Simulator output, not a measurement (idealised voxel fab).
Herein follows the process module entitled voxel transistor to metal.
Section shown: cut. Width: 165 nm. Cell size: 5 nm, square.
The cross-sections in this document take the form of a grid made of square cells. They are written out as bands, in order from top to bottom. Each band consists of one or more rows of cells.
Band: top and bottom heights (nm) first, top before bottom; then materials from left to right, widths in nm. "edge to edge" marks a sole material filling the band edge to edge. "blank" denotes empty space.
All heights in this document are referenced to 0, defined as the level beneath which the wafer, as received, consists entirely of one material. The lowest band is not bounded below; it extends indefinitely downward and is written in the form "0 -> down".
The notation "30 to 40" denotes a width that varies across the rows of cells in the band, beginning at the first number in the top row, finishing at the second number in the bottom row, and changing by an identical amount from each row to the next.
You'll sometimes find "identical to before" written for a step, and that's the way of saying that nowhere in the cross-section did a cell change during that step.
"Cavities, sealed" enumerates empty spaces isolated from the top, with no open way to it, that contain at least 8 cells, giving each as width x height at distance from the left edge, all three in nm.
Heads up: the bit after the settings on a step's line is the simulator's remark on that step.
"overlay nm", when on a step's line for a step with a mask, measures how far to the right of its planned place the mask lay; a negative measure means to the left.
**Process steps - plan**
1. RECEIVE (material Si)
2. OXIDIZE (depth nm 5)
3. CONFORMAL_DEP (material SiN; thk nm 10)
4. MASKED_ETCH (tone cover; mask id ACTIVE; width nm 115; etch materials SiN; depth nm 10; overlay nm 0)
5. MASKED_ETCH (tone cover; mask id ACTIVE; width nm 115; etch materials SiO2; depth nm 5; overlay nm 0)
6. MASKED_ETCH (tone cover; mask id ACTIVE; width nm 115; etch materials Si; depth nm 35; overlay nm 0)
7. OXIDIZE (depth nm 5)
8. FILL_DEP (material SiO2; thk nm 15)
9. CMP (height nm 10)
10. SELECTIVE_ETCH (etch materials SiO2; depth nm 10)
11. STRIP (etch materials SiN)
12. SELECTIVE_ETCH (etch materials SiO2; depth nm 5)
13. OXIDIZE (depth nm 5)
14. DIRECTIONAL_DEP (material polySi; thk nm 25)
15. DIRECTIONAL_DEP (material SiCN; thk nm 10)
16. MASKED_ETCH (tone cover; mask id GATE; width nm 35; etch materials SiCN; depth nm 20; overlay nm 0)
17. MASKED_ETCH (tone cover; mask id GATE; width nm 35; etch materials polySi; depth nm 35; overlay nm 0)
18. CONFORMAL_DEP (material SiN; thk nm 10)
19. DIRECTIONAL_ETCH (etch materials SiN; depth nm 10)
20. DIRECTIONAL_ETCH (etch materials SiO2; depth nm 5)
21. DIRECTIONAL_ETCH (etch materials Si; depth nm 5)
22. EPI (material SiGe; thk nm 5)
23. FILL_DEP (material SiO2; thk nm 10)
24. CMP (height nm 20)
25. STRIP (etch materials polySi)
26. SELECTIVE_ETCH (etch materials SiO2; depth nm 5)
27. CONFORMAL_DEP (material HfO2; thk nm 5)
28. CONFORMAL_DEP (material TiN; thk nm 5)
29. FILL_DEP (material W; thk nm 5)
30. CMP (height nm 15)
31. DIRECTIONAL_DEP (material SiO2; thk nm 10)
32. DIRECTIONAL_DEP (material aC; thk nm 10)
33. PATTERN (tone open; mask id CONTACT; material resist; width nm 20; pitch nm 85; thk nm 30; overlay nm 0)
34. DIRECTIONAL_ETCH (etch materials aC; depth nm 10)
35. STRIP (etch materials resist)
36. DIRECTIONAL_ETCH (etch materials SiO2; depth nm 35)
37. STRIP (etch materials aC)
38. CONFORMAL_DEP (material TiN; thk nm 5)
39. FILL_DEP (material W; thk nm 5)
40. CMP (height nm 25)
41. DIRECTIONAL_DEP (material TiN; thk nm 5)
42. DIRECTIONAL_DEP (material W; thk nm 25)
43. MASKED_ETCH (tone cover; mask id METAL_1; width nm 20; pitch nm 85; etch materials W; depth nm 25; overlay nm 0)
44. MASKED_ETCH (tone cover; mask id METAL_1; width nm 20; pitch nm 85; etch materials TiN; depth nm 5; overlay nm 0)
45. CONFORMAL_DEP (material SiN; thk nm 5)
46. FILL_DEP (material lowk; thk nm 5)
47. CMP (height nm 55)
48. CONFORMAL_DEP (material SiCN; thk nm 5)
**Of two wafers, the first: run according to plan**
**Here's what the wafer looked like in cross-section when it arrived - that's after step 1**
0 -> down  Si edge to edge
Cavities, sealed: none
**Wafer section view after processing step 2**
0 -> -5  SiO2 edge to edge
Nothing below the height -5 has changed.
**Wafer section view after processing step 3**
10 -> 0  SiN edge to edge
Nothing below the height 0 has changed.
**Wafer section view after processing step 4**
10 -> 0  blank 25, then SiN 115, then blank 25
Nothing below the height 0 has changed.
**Wafer section view after processing step 5**
10 -> 0  blank 25, then SiN 115, then blank 25
0 -> -5  blank 25, then SiO2 115, then blank 25
Nothing below the height -5 has changed.
**Wafer section view after processing step 6**
10 -> 0  blank 25, then SiN 115, then blank 25
0 -> -5  blank 25, then SiO2 115, then blank 25
-5 -> -40  blank 25, then Si 115, then blank 25
Nothing below the height -40 has changed.
**Wafer section view after processing step 7**
10 -> 0  blank 25, then SiN 115, then blank 25
0 -> -5  blank 25, then SiO2 115, then blank 25
-5 -> -40  blank 25, then SiO2 5, then Si 105, then SiO2 5, then blank 25
-40 -> -45  SiO2 30, then Si 105, then SiO2 30
Nothing below the height -45 has changed.
**Wafer section view after processing step 8**
25 -> 10  SiO2 edge to edge
10 -> 0  SiO2 25, then SiN 115, then SiO2 25
0 -> -5  SiO2 edge to edge
-5 -> -45  SiO2 30, then Si 105, then SiO2 30
Nothing below the height -45 has changed.
**Wafer section view after processing step 9**
10 -> 0  SiO2 25, then SiN 115, then SiO2 25
Nothing below the height 0 has changed.
**Wafer section view after processing step 10**
10 -> 0  blank 25, then SiN 115, then blank 25
Nothing below the height 0 has changed.
**Wafer section view after processing step 11**
0 -> -5  SiO2 edge to edge
Nothing below the height -5 has changed.
**Wafer section view after processing step 12**
-5 -> -45  SiO2 30, then Si 105, then SiO2 30
Nothing below the height -45 has changed.
**Wafer section view after processing step 13**
-5 -> -10  SiO2 edge to edge
Nothing below the height -10 has changed.
**Wafer section view after processing step 14**
20 -> -5  polySi edge to edge
Nothing below the height -5 has changed.
**Wafer section view after processing step 15**
30 -> 20  SiCN edge to edge
Nothing below the height 20 has changed.
**Wafer section view after processing step 16**
30 -> 20  blank 65, then SiCN 35, then blank 65
Nothing below the height 20 has changed.
**Wafer section view after processing step 17**
30 -> 20  blank 65, then SiCN 35, then blank 65
20 -> -5  blank 65, then polySi 35, then blank 65
Nothing below the height -5 has changed.
**Wafer section view after processing step 18**
40 -> 30  blank 55, then SiN 55, then blank 55
30 -> 20  blank 55, then SiN 10, then SiCN 35, then SiN 10, then blank 55
20 -> 5  blank 55, then SiN 10, then polySi 35, then SiN 10, then blank 55
5 -> -5  SiN 65, then polySi 35, then SiN 65
Nothing below the height -5 has changed.
**Wafer section view after processing step 19**
30 -> 20  blank 55, then SiN 10, then SiCN 35, then SiN 10, then blank 55
20 -> -5  blank 55, then SiN 10, then polySi 35, then SiN 10, then blank 55
Nothing below the height -5 has changed.
**Wafer section view after processing step 20**
30 -> 20  blank 55, then SiN 10, then SiCN 35, then SiN 10, then blank 55
20 -> -5  blank 55, then SiN 10, then polySi 35, then SiN 10, then blank 55
-5 -> -10  blank 55, then SiO2 55, then blank 55
Nothing below the height -10 has changed.
**Wafer section view after processing step 21**
30 -> 20  blank 55, then SiN 10, then SiCN 35, then SiN 10, then blank 55
20 -> -5  blank 55, then SiN 10, then polySi 35, then SiN 10, then blank 55
-5 -> -10  blank 55, then SiO2 55, then blank 55
-10 -> -15  SiO2 30, then blank 25, then Si 55, then blank 25, then SiO2 30
Nothing below the height -15 has changed.
**Wafer section view after processing step 22**
30 -> 20  blank 55, then SiN 10, then SiCN 35, then SiN 10, then blank 55
20 -> -5  blank 55, then SiN 10, then polySi 35, then SiN 10, then blank 55
-5 -> -10  blank 50, then SiGe 5, then SiO2 55, then SiGe 5, then blank 50
-10 -> -15  SiO2 30, then SiGe 25, then Si 55, then SiGe 25, then SiO2 30
Nothing below the height -15 has changed.
**Wafer section view after processing step 23**
40 -> 30  SiO2 edge to edge
30 -> 20  SiO2 55, then SiN 10, then SiCN 35, then SiN 10, then SiO2 55
20 -> -5  SiO2 55, then SiN 10, then polySi 35, then SiN 10, then SiO2 55
-5 -> -10  SiO2 50, then SiGe 5, then SiO2 55, then SiGe 5, then SiO2 50
Nothing below the height -10 has changed.
**Wafer section view after processing step 24**
20 -> -5  SiO2 55, then SiN 10, then polySi 35, then SiN 10, then SiO2 55
Nothing below the height -5 has changed.
**Wafer section view after processing step 25**
20 -> -5  SiO2 55, then SiN 10, then blank 35, then SiN 10, then SiO2 55
Nothing below the height -5 has changed.
**Wafer section view after processing step 26**
20 -> 15  blank 55, then SiN 10, then blank 35, then SiN 10, then blank 55
15 -> -5  SiO2 55, then SiN 10, then blank 35, then SiN 10, then SiO2 55
-5 -> -10  SiO2 50, then SiGe 5, then SiO2 5, then blank 45, then SiO2 5, then SiGe 5, then SiO2 50
Nothing below the height -10 has changed.
**Wafer section view after processing step 27**
25 -> 20  blank 50, then HfO2 20, then blank 25, then HfO2 20, then blank 50
20 -> 15  HfO2 55, then SiN 10, then HfO2 5, then blank 25, then HfO2 5, then SiN 10, then HfO2 55
15 -> -5  SiO2 55, then SiN 10, then HfO2 5, then blank 25, then HfO2 5, then SiN 10, then SiO2 55
-5 -> -10  SiO2 50, then SiGe 5, then SiO2 5, then HfO2 45, then SiO2 5, then SiGe 5, then SiO2 50
Nothing below the height -10 has changed.
**Wafer section view after processing step 28**
30 -> 25  blank 45, then TiN 30, then blank 15, then TiN 30, then blank 45
25 -> 20  TiN 50, then HfO2 20, then TiN 5, then blank 15, then TiN 5, then HfO2 20, then TiN 50
20 -> 15  HfO2 55, then SiN 10, then HfO2 5, then TiN 5, then blank 15, then TiN 5, then HfO2 5, then SiN 10, then HfO2 55
15 -> 0  SiO2 55, then SiN 10, then HfO2 5, then TiN 5, then blank 15, then TiN 5, then HfO2 5, then SiN 10, then SiO2 55
0 -> -5  SiO2 55, then SiN 10, then HfO2 5, then TiN 25, then HfO2 5, then SiN 10, then SiO2 55
Nothing below the height -5 has changed.
**Wafer section view after processing step 29**
35 -> 30  W edge to edge
30 -> 25  W 45, then TiN 30, then W 15, then TiN 30, then W 45
25 -> 20  TiN 50, then HfO2 20, then TiN 5, then W 15, then TiN 5, then HfO2 20, then TiN 50
20 -> 15  HfO2 55, then SiN 10, then HfO2 5, then TiN 5, then W 15, then TiN 5, then HfO2 5, then SiN 10, then HfO2 55
15 -> 0  SiO2 55, then SiN 10, then HfO2 5, then TiN 5, then W 15, then TiN 5, then HfO2 5, then SiN 10, then SiO2 55
Nothing below the height 0 has changed.
**Wafer section view after processing step 30**
15 -> 0  SiO2 55, then SiN 10, then HfO2 5, then TiN 5, then W 15, then TiN 5, then HfO2 5, then SiN 10, then SiO2 55
Nothing below the height 0 has changed.
**Wafer section view after processing step 31**
25 -> 15  SiO2 edge to edge
Nothing below the height 15 has changed.
**Wafer section view after processing step 32**
35 -> 25  aC edge to edge
Nothing below the height 25 has changed.
**Wafer section view after processing step 33**
65 -> 35  resist 30, then blank 20, then resist 65, then blank 20, then resist 30
Nothing below the height 35 has changed.
**Wafer section view after processing step 34**
55 -> 35  resist 30, then blank 20, then resist 65, then blank 20, then resist 30
35 -> 25  aC 30, then blank 20, then aC 65, then blank 20, then aC 30
Nothing below the height 25 has changed.
**Wafer section view after processing step 35**
35 -> 25  aC 30, then blank 20, then aC 65, then blank 20, then aC 30
Nothing below the height 25 has changed.
**Wafer section view after processing step 36**
35 -> 25  aC 30, then blank 20, then aC 65, then blank 20, then aC 30
25 -> 15  SiO2 30, then blank 20, then SiO2 65, then blank 20, then SiO2 30
15 -> 0  SiO2 30, then blank 20, then SiO2 5, then SiN 10, then HfO2 5, then TiN 5, then W 15, then TiN 5, then HfO2 5, then SiN 10, then SiO2 5, then blank 20, then SiO2 30
0 -> -5  SiO2 30, then blank 20, then SiO2 5, then SiN 10, then HfO2 5, then TiN 25, then HfO2 5, then SiN 10, then SiO2 5, then blank 20, then SiO2 30
-5 -> -10  SiO2 30, then blank 20, then SiGe 5, then SiO2 5, then HfO2 45, then SiO2 5, then SiGe 5, then blank 20, then SiO2 30
Nothing below the height -10 has changed.
**Wafer section view after processing step 37**
25 -> 15  SiO2 30, then blank 20, then SiO2 65, then blank 20, then SiO2 30
Nothing below the height 15 has changed.
**Wafer section view after processing step 38**
30 -> 25  TiN 35, then blank 10, then TiN 75, then blank 10, then TiN 35
25 -> 15  SiO2 30, then TiN 5, then blank 10, then TiN 5, then SiO2 65, then TiN 5, then blank 10, then TiN 5, then SiO2 30
15 -> 0  SiO2 30, then TiN 5, then blank 10, then TiN 5, then SiO2 5, then SiN 10, then HfO2 5, then TiN 5, then W 15, then TiN 5, then HfO2 5, then SiN 10, then SiO2 5, then TiN 5, then blank 10, then TiN 5, then SiO2 30
0 -> -5  SiO2 30, then TiN 5, then blank 10, then TiN 5, then SiO2 5, then SiN 10, then HfO2 5, then TiN 25, then HfO2 5, then SiN 10, then SiO2 5, then TiN 5, then blank 10, then TiN 5, then SiO2 30
-5 -> -10  SiO2 30, then TiN 20, then SiGe 5, then SiO2 5, then HfO2 45, then SiO2 5, then SiGe 5, then TiN 20, then SiO2 30
Nothing below the height -10 has changed.
**Wafer section view after processing step 39**
35 -> 30  W edge to edge
30 -> 25  TiN 35, then W 10, then TiN 75, then W 10, then TiN 35
25 -> 15  SiO2 30, then TiN 5, then W 10, then TiN 5, then SiO2 65, then TiN 5, then W 10, then TiN 5, then SiO2 30
15 -> 0  SiO2 30, then TiN 5, then W 10, then TiN 5, then SiO2 5, then SiN 10, then HfO2 5, then TiN 5, then W 15, then TiN 5, then HfO2 5, then SiN 10, then SiO2 5, then TiN 5, then W 10, then TiN 5, then SiO2 30
0 -> -5  SiO2 30, then TiN 5, then W 10, then TiN 5, then SiO2 5, then SiN 10, then HfO2 5, then TiN 25, then HfO2 5, then SiN 10, then SiO2 5, then TiN 5, then W 10, then TiN 5, then SiO2 30
Nothing below the height -5 has changed.
**Wafer section view after processing step 40**
25 -> 15  SiO2 30, then TiN 5, then W 10, then TiN 5, then SiO2 65, then TiN 5, then W 10, then TiN 5, then SiO2 30
Nothing below the height 15 has changed.
**Wafer section view after processing step 41**
30 -> 25  TiN edge to edge
Nothing below the height 25 has changed.
**Wafer section view after processing step 42**
55 -> 30  W edge to edge
Nothing below the height 30 has changed.
**Wafer section view after processing step 43**
55 -> 30  blank 30, then W 20, then blank 65, then W 20, then blank 30
Nothing below the height 30 has changed.
**Wafer section view after processing step 44**
55 -> 30  blank 30, then W 20, then blank 65, then W 20, then blank 30
30 -> 25  blank 30, then TiN 20, then blank 65, then TiN 20, then blank 30
Nothing below the height 25 has changed.
**Wafer section view after processing step 45**
60 -> 55  blank 25, then SiN 30, then blank 55, then SiN 30, then blank 25
55 -> 30  blank 25, then SiN 5, then W 20, then SiN 5, then blank 55, then SiN 5, then W 20, then SiN 5, then blank 25
30 -> 25  SiN 30, then TiN 20, then SiN 65, then TiN 20, then SiN 30
Nothing below the height 25 has changed.
**Wafer section view after processing step 46**
65 -> 60  lowk edge to edge
60 -> 55  lowk 25, then SiN 30, then lowk 55, then SiN 30, then lowk 25
55 -> 30  lowk 25, then SiN 5, then W 20, then SiN 5, then lowk 55, then SiN 5, then W 20, then SiN 5, then lowk 25
Nothing below the height 30 has changed.
**Wafer section view after processing step 47**
55 -> 30  lowk 25, then SiN 5, then W 20, then SiN 5, then lowk 55, then SiN 5, then W 20, then SiN 5, then lowk 25
Nothing below the height 30 has changed.
**Wafer section view after processing step 48**
60 -> 55  SiCN edge to edge
Nothing below the height 55 has changed.
**The second wafer began exactly as the first did and followed the same plan, but one mistake was made while running it; through step 8 inclusive, the two wafers are identical**
Cross-section of the second wafer at the time by which step 9 should have been completed according to the plan: identical to before
**Cross-section of the second wafer at the time by which step 10 should have been completed according to the plan**
15 -> 10  SiO2 edge to edge
Nothing below the height 10 has changed.
Cross-section of the second wafer at the time by which step 11 should have been completed according to the plan: identical to before
**Cross-section of the second wafer at the time by which step 12 should have been completed according to the plan**
10 -> 0  SiO2 25, then SiN 115, then SiO2 25
Nothing below the height 0 has changed.
Cross-section of the second wafer at the time by which step 13 should have been completed according to the plan: identical to before
**Cross-section of the second wafer at the time by which step 14 should have been completed according to the plan**
35 -> 10  polySi edge to edge
Nothing below the height 10 has changed.
**Cross-section of the second wafer at the time by which step 15 should have been completed according to the plan**
45 -> 35  SiCN edge to edge
Nothing below the height 35 has changed.
**Cross-section of the second wafer at the time by which step 16 should have been completed according to the plan**
45 -> 35  blank 65, then SiCN 35, then blank 65
Nothing below the height 35 has changed.
**Cross-section of the second wafer at the time by which step 17 should have been completed according to the plan**
45 -> 35  blank 65, then SiCN 35, then blank 65
35 -> 10  blank 65, then polySi 35, then blank 65
Nothing below the height 10 has changed.
**Cross-section of the second wafer at the time by which step 18 should have been completed according to the plan**
55 -> 45  blank 55, then SiN 55, then blank 55
45 -> 35  blank 55, then SiN 10, then SiCN 35, then SiN 10, then blank 55
35 -> 20  blank 55, then SiN 10, then polySi 35, then SiN 10, then blank 55
20 -> 10  SiN 65, then polySi 35, then SiN 65
Nothing below the height 10 has changed.
**Cross-section of the second wafer at the time by which step 19 should have been completed according to the plan**
45 -> 35  blank 55, then SiN 10, then SiCN 35, then SiN 10, then blank 55
35 -> 10  blank 55, then SiN 10, then polySi 35, then SiN 10, then blank 55
Nothing below the height 10 has changed.
**Cross-section of the second wafer at the time by which step 20 should have been completed according to the plan**
45 -> 35  blank 55, then SiN 10, then SiCN 35, then SiN 10, then blank 55
35 -> 10  blank 55, then SiN 10, then polySi 35, then SiN 10, then blank 55
10 -> 5  blank 25, then SiN 115, then blank 25
Nothing below the height 5 has changed.
Cross-section of the second wafer at the time by which step 21 should have been completed according to the plan: identical to before
Cross-section of the second wafer at the time by which step 22 should have been completed according to the plan: identical to before
**Cross-section of the second wafer at the time by which step 23 should have been completed according to the plan**
55 -> 45  SiO2 edge to edge
45 -> 35  SiO2 55, then SiN 10, then SiCN 35, then SiN 10, then SiO2 55
35 -> 10  SiO2 55, then SiN 10, then polySi 35, then SiN 10, then SiO2 55
10 -> 0  SiO2 25, then SiN 115, then SiO2 25
Nothing below the height 0 has changed.
**Cross-section of the second wafer at the time by which step 24 should have been completed according to the plan**
20 -> 10  SiO2 55, then SiN 10, then polySi 35, then SiN 10, then SiO2 55
Nothing below the height 10 has changed.
**Cross-section of the second wafer at the time by which step 25 should have been completed according to the plan**
20 -> 10  SiO2 55, then SiN 10, then blank 35, then SiN 10, then SiO2 55
Nothing below the height 10 has changed.
**Cross-section of the second wafer at the time by which step 26 should have been completed according to the plan**
20 -> 15  blank 55, then SiN 10, then blank 35, then SiN 10, then blank 55
Nothing below the height 15 has changed.
**Cross-section of the second wafer at the time by which step 27 should have been completed according to the plan**
25 -> 20  blank 50, then HfO2 20, then blank 25, then HfO2 20, then blank 50
20 -> 15  HfO2 55, then SiN 10, then HfO2 5, then blank 25, then HfO2 5, then SiN 10, then HfO2 55
15 -> 10  SiO2 55, then SiN 10, then HfO2 35, then SiN 10, then SiO2 55
Nothing below the height 10 has changed.
**Cross-section of the second wafer at the time by which step 28 should have been completed according to the plan**
30 -> 25  blank 45, then TiN 30, then blank 15, then TiN 30, then blank 45
25 -> 20  TiN 50, then HfO2 20, then TiN 5, then blank 15, then TiN 5, then HfO2 20, then TiN 50
20 -> 15  HfO2 55, then SiN 10, then HfO2 5, then TiN 25, then HfO2 5, then SiN 10, then HfO2 55
Nothing below the height 15 has changed.
**Cross-section of the second wafer at the time by which step 29 should have been completed according to the plan**
35 -> 30  W edge to edge
30 -> 25  W 45, then TiN 30, then W 15, then TiN 30, then W 45
25 -> 20  TiN 50, then HfO2 20, then TiN 5, then W 15, then TiN 5, then HfO2 20, then TiN 50
Nothing below the height 20 has changed.
**Cross-section of the second wafer at the time by which step 30 should have been completed according to the plan**
15 -> 10  SiO2 55, then SiN 10, then HfO2 35, then SiN 10, then SiO2 55
Nothing below the height 10 has changed.
**Cross-section of the second wafer at the time by which step 31 should have been completed according to the plan**
25 -> 15  SiO2 edge to edge
Nothing below the height 15 has changed.
**Cross-section of the second wafer at the time by which step 32 should have been completed according to the plan**
35 -> 25  aC edge to edge
Nothing below the height 25 has changed.
**Cross-section of the second wafer at the time by which step 33 should have been completed according to the plan**
65 -> 35  resist 30, then blank 20, then resist 65, then blank 20, then resist 30
Nothing below the height 35 has changed.
**Cross-section of the second wafer at the time by which step 34 should have been completed according to the plan**
55 -> 35  resist 30, then blank 20, then resist 65, then blank 20, then resist 30
35 -> 25  aC 30, then blank 20, then aC 65, then blank 20, then aC 30
Nothing below the height 25 has changed.
**Cross-section of the second wafer at the time by which step 35 should have been completed according to the plan**
35 -> 25  aC 30, then blank 20, then aC 65, then blank 20, then aC 30
Nothing below the height 25 has changed.
**Cross-section of the second wafer at the time by which step 36 should have been completed according to the plan**
35 -> 25  aC 30, then blank 20, then aC 65, then blank 20, then aC 30
25 -> 15  SiO2 30, then blank 20, then SiO2 65, then blank 20, then SiO2 30
15 -> 10  SiO2 30, then blank 20, then SiO2 5, then SiN 10, then HfO2 35, then SiN 10, then SiO2 5, then blank 20, then SiO2 30
Nothing below the height 10 has changed.
**Cross-section of the second wafer at the time by which step 37 should have been completed according to the plan**
25 -> 15  SiO2 30, then blank 20, then SiO2 65, then blank 20, then SiO2 30
Nothing below the height 15 has changed.
**Cross-section of the second wafer at the time by which step 38 should have been completed according to the plan**
30 -> 25  TiN 35, then blank 10, then TiN 75, then blank 10, then TiN 35
25 -> 15  SiO2 30, then TiN 5, then blank 10, then TiN 5, then SiO2 65, then TiN 5, then blank 10, then TiN 5, then SiO2 30
15 -> 10  SiO2 30, then TiN 20, then SiO2 5, then SiN 10, then HfO2 35, then SiN 10, then SiO2 5, then TiN 20, then SiO2 30
Nothing below the height 10 has changed.
**Cross-section of the second wafer at the time by which step 39 should have been completed according to the plan**
35 -> 30  W edge to edge
30 -> 25  TiN 35, then W 10, then TiN 75, then W 10, then TiN 35
25 -> 15  SiO2 30, then TiN 5, then W 10, then TiN 5, then SiO2 65, then TiN 5, then W 10, then TiN 5, then SiO2 30
Nothing below the height 15 has changed.
**Cross-section of the second wafer at the time by which step 40 should have been completed according to the plan**
25 -> 15  SiO2 30, then TiN 5, then W 10, then TiN 5, then SiO2 65, then TiN 5, then W 10, then TiN 5, then SiO2 30
Nothing below the height 15 has changed.
**Cross-section of the second wafer at the time by which step 41 should have been completed according to the plan**
30 -> 25  TiN edge to edge
Nothing below the height 25 has changed.
**Cross-section of the second wafer at the time by which step 42 should have been completed according to the plan**
55 -> 30  W edge to edge
Nothing below the height 30 has changed.
**Cross-section of the second wafer at the time by which step 43 should have been completed according to the plan**
55 -> 30  blank 30, then W 20, then blank 65, then W 20, then blank 30
Nothing below the height 30 has changed.
**Cross-section of the second wafer at the time by which step 44 should have been completed according to the plan**
55 -> 30  blank 30, then W 20, then blank 65, then W 20, then blank 30
30 -> 25  blank 30, then TiN 20, then blank 65, then TiN 20, then blank 30
Nothing below the height 25 has changed.
**Cross-section of the second wafer at the time by which step 45 should have been completed according to the plan**
60 -> 55  blank 25, then SiN 30, then blank 55, then SiN 30, then blank 25
55 -> 30  blank 25, then SiN 5, then W 20, then SiN 5, then blank 55, then SiN 5, then W 20, then SiN 5, then blank 25
30 -> 25  SiN 30, then TiN 20, then SiN 65, then TiN 20, then SiN 30
Nothing below the height 25 has changed.
**Cross-section of the second wafer at the time by which step 46 should have been completed according to the plan**
65 -> 60  lowk edge to edge
60 -> 55  lowk 25, then SiN 30, then lowk 55, then SiN 30, then lowk 25
55 -> 30  lowk 25, then SiN 5, then W 20, then SiN 5, then lowk 55, then SiN 5, then W 20, then SiN 5, then lowk 25
Nothing below the height 30 has changed.
**Cross-section of the second wafer at the time by which step 47 should have been completed according to the plan**
55 -> 30  lowk 25, then SiN 5, then W 20, then SiN 5, then lowk 55, then SiN 5, then W 20, then SiN 5, then lowk 25
Nothing below the height 30 has changed.
**Cross-section of the second wafer at the time by which step 48 should have been completed according to the plan**
60 -> 55  SiCN edge to edge
Nothing below the height 55 has changed.
Diagnosis: step 9 of the plan did not run at all; it was left out
In the final state, the cell counts of the second wafer exceed or fall short of those of the first for the following materials: 10 fewer of HfO2, 31 more of Si, 12 fewer of SiGe, 34 more of SiN, 9 more of SiO2, 27 fewer of TiN, 25 fewer of W
